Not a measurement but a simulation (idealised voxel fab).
This section sets out a process module, namely voxel ribs on slabs.
It is cross-section cut that appears here, measuring 195 nm in width, its square cells being 5 nm in size.
For the purposes of this document, a cross-section shall be understood as a grid of square cells, specified as bands listed in top-to-bottom order, each band consisting of one or more rows of cells.
Band: top and bottom heights (nm) first, top before bottom; then materials from left to right, widths in nm. "full width" marks a sole material filling the band edge to edge. "blank" denotes empty space.
Height is counted from the level 0, under which the received wafer is composed throughout of one material. The lowest of the bands is not closed at the bottom but continues downward, in the notation "from 0 down".
The two numbers in a width such as "30 to 40" mark its ends across the band: the first belongs to the top row of cells, the second to the bottom row, and from each row to the next the width moves by the same amount.
Reading "remained the same" for a step: not a cell of the cross-section changed in it.
The entry titled "Fully closed voids" provides the empty spaces that have no open way to the top, restricted to those of 8 cells or more. Each is presented as width x height at distance, the distance being measured from the left edge, with all three in nm.
Past the settings on a step's line: simulator remark, on that step.
Among the settings permitted on a step's line is "overlay nm"; applied to a step with a mask, it specifies the extent to which the mask lay to the right of its planned position, whereas a negative figure signifies a position to the left.

Listed below are the process steps as planned:
| 1 | RECEIVE: material Si |
| 2 | DIRECTIONAL_DEP: material SiO2, thk nm 20 |
| 3 | DIRECTIONAL_DEP: material polySi, thk nm 25 |
| 4 | PATTERN: tone cover, mask id RIB, material resist, width nm 20, thk nm 15, overlay nm 0 |
| 5 | DIRECTIONAL_ETCH: etch materials polySi, depth nm 15 |
| 6 | STRIP: etch materials resist |
| 7 | DIRECTIONAL_DEP: material aC, thk nm 10 |
| 8 | PATTERN: tone cover, mask id SLAB, material resist, width nm 80, thk nm 25, overlay nm 0 |
| 9 | DIRECTIONAL_ETCH: etch materials aC, depth nm 10 |
| 10 | STRIP: etch materials resist |
| 11 | DIRECTIONAL_ETCH: etch materials polySi, depth nm 10 |
| 12 | STRIP: etch materials aC |
| 13 | FILL_DEP: material SiO2, thk nm 20 |
| 14 | CMP: height nm 60 |
| 15 | DIRECTIONAL_DEP: material TiN, thk nm 5 |
| 16 | PATTERN: tone cover, mask id HEATER, material resist, width nm 30, thk nm 15, overlay nm 0 |
| 17 | DIRECTIONAL_ETCH: etch materials TiN, depth nm 5 |
| 18 | STRIP: etch materials resist |
| 19 | CONFORMAL_DEP: material SiO2, thk nm 10 |

Shown in cross-section is the wafer as received, that is, as it stands after step 1:
	from 0 down  Si full width
	Fully closed voids: none

Wafer cross-section at module end: first of two, run to plan:
	from 75 to 70  blank 70 nm, SiO2 50 nm, blank 75 nm
	from 70 to 65  SiO2 full width
	from 65 to 60  SiO2 80 nm, TiN 30 nm, SiO2 85 nm
	from 60 to 45  SiO2 full width
	from 45 to 30  SiO2 85 nm, polySi 20 nm, SiO2 90 nm
	from 30 to 20  SiO2 55 nm, polySi 80 nm, SiO2 60 nm
	from 20 to 0  SiO2 full width
	from 0 down  Si full width
	Fully closed voids: none

End of module, second wafer, cross-section. Started like the first, planned like the first, run with one mistake:
	from 75 to 70  blank 70 nm, SiO2 55 nm, blank 70 nm
	from 70 to 65  SiO2 full width
	from 65 to 60  SiO2 80 nm, TiN 35 nm, SiO2 80 nm
	from 60 to 45  SiO2 full width
	from 45 to 30  SiO2 85 nm, polySi 20 nm, SiO2 90 nm
	from 30 to 20  SiO2 55 nm, polySi 80 nm, SiO2 60 nm
	from 20 to 0  SiO2 full width
	from 0 down  Si full width
	Fully closed voids: none
In executing the process, a mistake was made relative to the plan: not per plan at step 16, really ran PATTERN: tone cover, mask id HEATER, material resist, width nm 35, thk nm 15, overlay nm 0
Final comparison by cell count, materials where the second wafer has more or fewer than the first: +1 TiN
